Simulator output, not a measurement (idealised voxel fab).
The following is a process module called voxel self aligned contacts.
Section cut is 275 nm wide and gridded with 5 nm square cells.
Cross-section layout: square cells on a grid; listed as bands, top to bottom; a band spans one or more cell rows. A band entry consists of two parts. The first gives the height of the band's top and the height of its bottom, in nm. The rest lists the band's materials from left to right, each with its width in nm. A single material labelled with the word "throughout" fills the band from edge to edge, and the word "empty" marks empty space. A quick word on heights: they are counted from 0, and under that level the wafer as it came to us is one material throughout. The lowest band is different from the rest in having no bottom; it simply continues downward, written as in "0 nm and below". You'd read "30..40" like this: the band's top row of cells is as wide as the first number, its bottom row is as wide as the second, and going down, every row changes width by the same amount as the row before did. It should be understood that the words "no alterations made", when stated for a given step, signify that the cross-section underwent no change in any of its cells during that step. So "Voids lacking openings" is basically the list of trapped voids: any empty space of 8 cells or more that can't reach the top through an opening. They're written width x height at distance, the distance being from the left edge, and it's all nm. Heads up: the bit after the settings on a step's line is the simulator's remark on that step. A step line may carry the setting "overlay nm", which, for steps involving a mask, states the distance by which the mask lay to the right of its intended position; negative values denote displacement to the left.

[Steps planned for the process]
step 1: RECEIVE, material Si
step 2: OXIDIZE, depth nm 5
step 3: DIRECTIONAL_DEP, material polySi, thk nm 30
step 4: DIRECTIONAL_DEP, material SiN, thk nm 20
step 5: PATTERN, tone cover, mask id GATE, material resist, width nm 35, pitch nm 70, thk nm 20, overlay nm 0
step 6: DIRECTIONAL_ETCH, etch materials SiN, depth nm 20
step 7: DIRECTIONAL_ETCH, etch materials polySi, depth nm 30
step 8: STRIP, etch materials resist
step 9: CONFORMAL_DEP, material SiN, thk nm 5
step 10: DIRECTIONAL_ETCH, etch materials SiN, depth nm 5
step 11: FILL_DEP, material SiO2, thk nm 15
step 12: CMP, height nm 60
step 13: PATTERN, tone open, mask id CONTACT, material resist, width nm 55, pitch nm 70, thk nm 20, overlay nm 0
step 14: DIRECTIONAL_ETCH, etch materials SiO2, depth nm 65
step 15: STRIP, etch materials resist
step 16: CONFORMAL_DEP, material TiN, thk nm 5
step 17: FILL_DEP, material W, thk nm 5
step 18: CMP, height nm 60
step 19: CONFORMAL_DEP, material SiN, thk nm 5

[First of two wafers - as planned]

[Step 1 complete: cross-section of the wafer as received]
* 0 nm and below | Si throughout
* Voids lacking openings: none

[State of the wafer after step 2, shown in cross-section]
* 0 nm to -5 nm | SiO2 throughout
* At heights below -5, the structure remains unaltered.

[State of the wafer after step 3, shown in cross-section]
* 30 nm to 0 nm | polySi throughout
* At heights below 0, the structure remains unaltered.

[State of the wafer after step 4, shown in cross-section]
* 50 nm to 30 nm | SiN throughout
* At heights below 30, the structure remains unaltered.

[State of the wafer after step 5, shown in cross-section]
* 70 nm to 50 nm | empty (50) | resist (35) | empty (35) | resist (35) | empty (35) | resist (35) | empty (50)
* At heights below 50, the structure remains unaltered.

[State of the wafer after step 6, shown in cross-section]
* 70 nm to 50 nm | empty (50) | resist (35) | empty (35) | resist (35) | empty (35) | resist (35) | empty (50)
* 50 nm to 30 nm | empty (50) | SiN (35) | empty (35) | SiN (35) | empty (35) | SiN (35) | empty (50)
* At heights below 30, the structure remains unaltered.

[State of the wafer after step 7, shown in cross-section]
* 70 nm to 50 nm | empty (50) | resist (35) | empty (35) | resist (35) | empty (35) | resist (35) | empty (50)
* 50 nm to 30 nm | empty (50) | SiN (35) | empty (35) | SiN (35) | empty (35) | SiN (35) | empty (50)
* 30 nm to 0 nm | empty (50) | polySi (35) | empty (35) | polySi (35) | empty (35) | polySi (35) | empty (50)
* At heights below 0, the structure remains unaltered.

[State of the wafer after step 8, shown in cross-section]
* 50 nm to 30 nm | empty (50) | SiN (35) | empty (35) | SiN (35) | empty (35) | SiN (35) | empty (50)
* At heights below 30, the structure remains unaltered.

[State of the wafer after step 9, shown in cross-section]
* 55 nm to 30 nm | empty (45) | SiN (45) | empty (25) | SiN (45) | empty (25) | SiN (45) | empty (45)
* 30 nm to 5 nm | empty (45) | SiN (5) | polySi (35) | SiN (5) | empty (25) | SiN (5) | polySi (35) | SiN (5) | empty (25) | SiN (5) | polySi (35) | SiN (5) | empty (45)
* 5 nm to 0 nm | SiN (50) | polySi (35) | SiN (35) | polySi (35) | SiN (35) | polySi (35) | SiN (50)
* At heights below 0, the structure remains unaltered.

[State of the wafer after step 10, shown in cross-section]
* 50 nm to 30 nm | empty (45) | SiN (45) | empty (25) | SiN (45) | empty (25) | SiN (45) | empty (45)
* 30 nm to 0 nm | empty (45) | SiN (5) | polySi (35) | SiN (5) | empty (25) | SiN (5) | polySi (35) | SiN (5) | empty (25) | SiN (5) | polySi (35) | SiN (5) | empty (45)
* At heights below 0, the structure remains unaltered.

[State of the wafer after step 11, shown in cross-section]
* 65 nm to 50 nm | SiO2 throughout
* 50 nm to 30 nm | SiO2 (45) | SiN (45) | SiO2 (25) | SiN (45) | SiO2 (25) | SiN (45) | SiO2 (45)
* 30 nm to 0 nm | SiO2 (45) | SiN (5) | polySi (35) | SiN (5) | SiO2 (25) | SiN (5) | polySi (35) | SiN (5) | SiO2 (25) | SiN (5) | polySi (35) | SiN (5) | SiO2 (45)
* At heights below 0, the structure remains unaltered.

[State of the wafer after step 12, shown in cross-section]
* 60 nm to 50 nm | SiO2 throughout
* At heights below 50, the structure remains unaltered.

[State of the wafer after step 13, shown in cross-section]
* 80 nm to 60 nm | resist (75) | empty (55) | resist (15) | empty (55) | resist (75)
* At heights below 60, the structure remains unaltered.

[State of the wafer after step 14, shown in cross-section]
* 80 nm to 60 nm | resist (75) | empty (55) | resist (15) | empty (55) | resist (75)
* 60 nm to 50 nm | SiO2 (75) | empty (55) | SiO2 (15) | empty (55) | SiO2 (75)
* 50 nm to 30 nm | SiO2 (45) | SiN (45) | empty (25) | SiN (45) | empty (25) | SiN (45) | SiO2 (45)
* 30 nm to 0 nm | SiO2 (45) | SiN (5) | polySi (35) | SiN (5) | empty (25) | SiN (5) | polySi (35) | SiN (5) | empty (25) | SiN (5) | polySi (35) | SiN (5) | SiO2 (45)
* 0 nm to -5 nm | SiO2 (90) | empty (25) | SiO2 (45) | empty (25) | SiO2 (90)
* At heights below -5, the structure remains unaltered.

[State of the wafer after step 15, shown in cross-section]
* 60 nm to 50 nm | SiO2 (75) | empty (55) | SiO2 (15) | empty (55) | SiO2 (75)
* At heights below 50, the structure remains unaltered.

[State of the wafer after step 16, shown in cross-section]
* 65 nm to 60 nm | TiN (80) | empty (45) | TiN (25) | empty (45) | TiN (80)
* 60 nm to 50 nm | SiO2 (75) | TiN (5..20) | empty (45..15) | TiN (5..20) | SiO2 (15) | TiN (5..20) | empty (45..15) | TiN (5..20) | SiO2 (75)
* 50 nm to 30 nm | SiO2 (45) | SiN (45) | TiN (5) | empty (15) | TiN (5) | SiN (45) | TiN (5) | empty (15) | TiN (5) | SiN (45) | SiO2 (45)
* 30 nm to 0 nm | SiO2 (45) | SiN (5) | polySi (35) | SiN (5) | TiN (5) | empty (15) | TiN (5) | SiN (5) | polySi (35) | SiN (5) | TiN (5) | empty (15) | TiN (5) | SiN (5) | polySi (35) | SiN (5) | SiO2 (45)
* 0 nm to -5 nm | SiO2 (90) | TiN (25) | SiO2 (45) | TiN (25) | SiO2 (90)
* At heights below -5, the structure remains unaltered.

[State of the wafer after step 17, shown in cross-section]
* 70 nm to 65 nm | W throughout
* 65 nm to 60 nm | TiN (80) | W (45) | TiN (25) | W (45) | TiN (80)
* 60 nm to 50 nm | SiO2 (75) | TiN (5..20) | W (45..15) | TiN (5..20) | SiO2 (15) | TiN (5..20) | W (45..15) | TiN (5..20) | SiO2 (75)
* 50 nm to 30 nm | SiO2 (45) | SiN (45) | TiN (5) | W (15) | TiN (5) | SiN (45) | TiN (5) | W (15) | TiN (5) | SiN (45) | SiO2 (45)
* 30 nm to 0 nm | SiO2 (45) | SiN (5) | polySi (35) | SiN (5) | TiN (5) | W (15) | TiN (5) | SiN (5) | polySi (35) | SiN (5) | TiN (5) | W (15) | TiN (5) | SiN (5) | polySi (35) | SiN (5) | SiO2 (45)
* At heights below 0, the structure remains unaltered.

[State of the wafer after step 18, shown in cross-section]
* 60 nm to 50 nm | SiO2 (75) | TiN (5..20) | W (45..15) | TiN (5..20) | SiO2 (15) | TiN (5..20) | W (45..15) | TiN (5..20) | SiO2 (75)
* At heights below 50, the structure remains unaltered.

[State of the wafer after step 19, shown in cross-section]
* 65 nm to 60 nm | SiN throughout
* At heights below 60, the structure remains unaltered.

[Now the other wafer: same start, same recipe, but we messed up one thing when running it. Up to and including step 12 it's the same as the first one]

[Cross-section of the second wafer at the time step 13 of the plan should have ended]
* 80 nm to 60 nm | resist (65) | empty (55) | resist (15) | empty (55) | resist (85)
* At heights below 60, the structure remains unaltered.

[Cross-section of the second wafer at the time step 14 of the plan should have ended]
* 80 nm to 60 nm | resist (65) | empty (55) | resist (15) | empty (55) | resist (85)
* 60 nm to 50 nm | SiO2 (65) | empty (55) | SiO2 (15) | empty (55) | SiO2 (85)
* 50 nm to 30 nm | SiO2 (45) | SiN (45) | empty (25) | SiN (45) | empty (25) | SiN (45) | SiO2 (45)
* 30 nm to 0 nm | SiO2 (45) | SiN (5) | polySi (35) | SiN (5) | empty (25) | SiN (5) | polySi (35) | SiN (5) | empty (25) | SiN (5) | polySi (35) | SiN (5) | SiO2 (45)
* 0 nm to -5 nm | SiO2 (90) | empty (25) | SiO2 (45) | empty (25) | SiO2 (90)
* At heights below -5, the structure remains unaltered.

[Cross-section of the second wafer at the time step 15 of the plan should have ended]
* 60 nm to 50 nm | SiO2 (65) | empty (55) | SiO2 (15) | empty (55) | SiO2 (85)
* At heights below 50, the structure remains unaltered.

[Cross-section of the second wafer at the time step 16 of the plan should have ended]
* 65 nm to 60 nm | TiN (70) | empty (45) | TiN (25) | empty (45) | TiN (90)
* 60 nm to 50 nm | SiO2 (65) | TiN (5..30) | empty (45..15) | TiN (5..10) | SiO2 (15) | TiN (5..30) | empty (45..15) | TiN (5..10) | SiO2 (85)
* 50 nm to 30 nm | SiO2 (45) | SiN (45) | TiN (5) | empty (15) | TiN (5) | SiN (45) | TiN (5) | empty (15) | TiN (5) | SiN (45) | SiO2 (45)
* 30 nm to 0 nm | SiO2 (45) | SiN (5) | polySi (35) | SiN (5) | TiN (5) | empty (15) | TiN (5) | SiN (5) | polySi (35) | SiN (5) | TiN (5) | empty (15) | TiN (5) | SiN (5) | polySi (35) | SiN (5) | SiO2 (45)
* 0 nm to -5 nm | SiO2 (90) | TiN (25) | SiO2 (45) | TiN (25) | SiO2 (90)
* At heights below -5, the structure remains unaltered.

[Cross-section of the second wafer at the time step 17 of the plan should have ended]
* 70 nm to 65 nm | W throughout
* 65 nm to 60 nm | TiN (70) | W (45) | TiN (25) | W (45) | TiN (90)
* 60 nm to 50 nm | SiO2 (65) | TiN (5..30) | W (45..15) | TiN (5..10) | SiO2 (15) | TiN (5..30) | W (45..15) | TiN (5..10) | SiO2 (85)
* 50 nm to 30 nm | SiO2 (45) | SiN (45) | TiN (5) | W (15) | TiN (5) | SiN (45) | TiN (5) | W (15) | TiN (5) | SiN (45) | SiO2 (45)
* 30 nm to 0 nm | SiO2 (45) | SiN (5) | polySi (35) | SiN (5) | TiN (5) | W (15) | TiN (5) | SiN (5) | polySi (35) | SiN (5) | TiN (5) | W (15) | TiN (5) | SiN (5) | polySi (35) | SiN (5) | SiO2 (45)
* At heights below 0, the structure remains unaltered.

[Cross-section of the second wafer at the time step 18 of the plan should have ended]
* 60 nm to 50 nm | SiO2 (65) | TiN (5..30) | W (45..15) | TiN (5..10) | SiO2 (15) | TiN (5..30) | W (45..15) | TiN (5..10) | SiO2 (85)
* At heights below 50, the structure remains unaltered.

[Cross-section of the second wafer at the time step 19 of the plan should have ended]
* 65 nm to 60 nm | SiN throughout
* At heights below 60, the structure remains unaltered.
In executing the process, a mistake was made relative to the plan: step 13 went in with a setting other than planned; the actual run was PATTERN, tone open, mask id CONTACT, material resist, width nm 55, pitch nm 70, thk nm 20, overlay nm -10
When the process is done, the second wafer contains the same cell count of every material as the first wafer, but distributed over other locations.
